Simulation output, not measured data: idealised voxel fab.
Process module, titled voxel ribs on slabs
The figure presents cross-section cut, which has a width of 240 nm and is divided into square cells with an edge length of 5 nm.
Cross-section layout: square cells on a grid; listed as bands, top to bottom; a band spans one or more cell rows.
In this notation a band is specified by the heights of its top and bottom, in that order and in nm, after which its materials appear from left to right, each paired with its width in nm. The word "everywhere" attached to a single material means that material fills the band from edge to edge; the word "blank" stands for empty space.
For the purposes of this specification, 0 denotes the height below which the wafer in its as-received condition is composed wholly of one material, and the lowermost band, lacking a lower limit, extends downward without end, as expressed in "0 nm and below".
Think of "30->40" as a width that walks from the first number to the second as you go down the band, top row to bottom row, taking equal-sized steps from row to row.
Given "everything unchanged" for a step, no cell of the cross-section differs between before and after that step.
Basically, "closed voids" tells you about the enclosed voids: empty spaces with no open way to the top, 8 cells or bigger, each written width x height at distance, where distance is from the left edge, all in nm.
On a step's line, text after the settings is the simulator commenting on that step.
overlay nm: right-of-plan distance of the mask on a masked step; negative values mean left-of-plan.
THE FOLLOWING LIST GIVES THE PLANNED PROCESS STEPS
1,RECEIVE | material Si
2,DIRECTIONAL_DEP | material SiO2 | thk nm 25
3,DIRECTIONAL_DEP | material SiN | thk nm 25
4,PATTERN | tone cover | mask id RIB | material resist | width nm 30 | thk nm 20 | overlay nm 0
5,DIRECTIONAL_ETCH | etch materials SiN | depth nm 5
6,STRIP | etch materials resist
7,PATTERN | tone cover | mask id SLAB | material resist | width nm 90 | thk nm 15 | overlay nm 0
8,DIRECTIONAL_ETCH | etch materials SiN | depth nm 20
9,STRIP | etch materials resist
10,FILL_DEP | material SiO2 | thk nm 20
11,CMP | height nm 65
12,DIRECTIONAL_DEP | material W | thk nm 5
13,DIRECTIONAL_DEP | material aC | thk nm 10
14,PATTERN | tone cover | mask id HEATER | material resist | width nm 40 | thk nm 30 | overlay nm 0
15,DIRECTIONAL_ETCH | etch materials aC | depth nm 10
16,STRIP | etch materials resist
17,DIRECTIONAL_ETCH | etch materials W | depth nm 5
18,STRIP | etch materials aC
19,CONFORMAL_DEP | material SiO2 | thk nm 5
CROSS-SECTION OF THE WAFER UPON ARRIVAL, REPRESENTING THE STATE REACHED AFTER STEP 1
> 0 nm and below = Si everywhere
> closed voids: none
STARTING WAFER: ABOVE. PLAN: ABOVE. RUN: ONE MISTAKE. CROSS-SECTION AFTER THE MODULE: BELOW
> 75 nm to 70 nm = blank 95 nm, SiO2 50 nm, blank 95 nm
> 70 nm to 65 nm = SiO2 100 nm, W 40 nm, SiO2 100 nm
> 65 nm to 50 nm = SiO2 everywhere
> 50 nm to 45 nm = SiO2 105 nm, SiN 30 nm, SiO2 105 nm
> 45 nm to 25 nm = SiO2 70 nm, SiN 100 nm, SiO2 70 nm
> 25 nm to 0 nm = SiO2 everywhere
> 0 nm and below = Si everywhere
> closed voids: none
What was the processing mistake? step 7 went in with a setting other than planned; the actual run was PATTERN | tone cover | mask id SLAB | material resist | width nm 100 | thk nm 15 | overlay nm 0
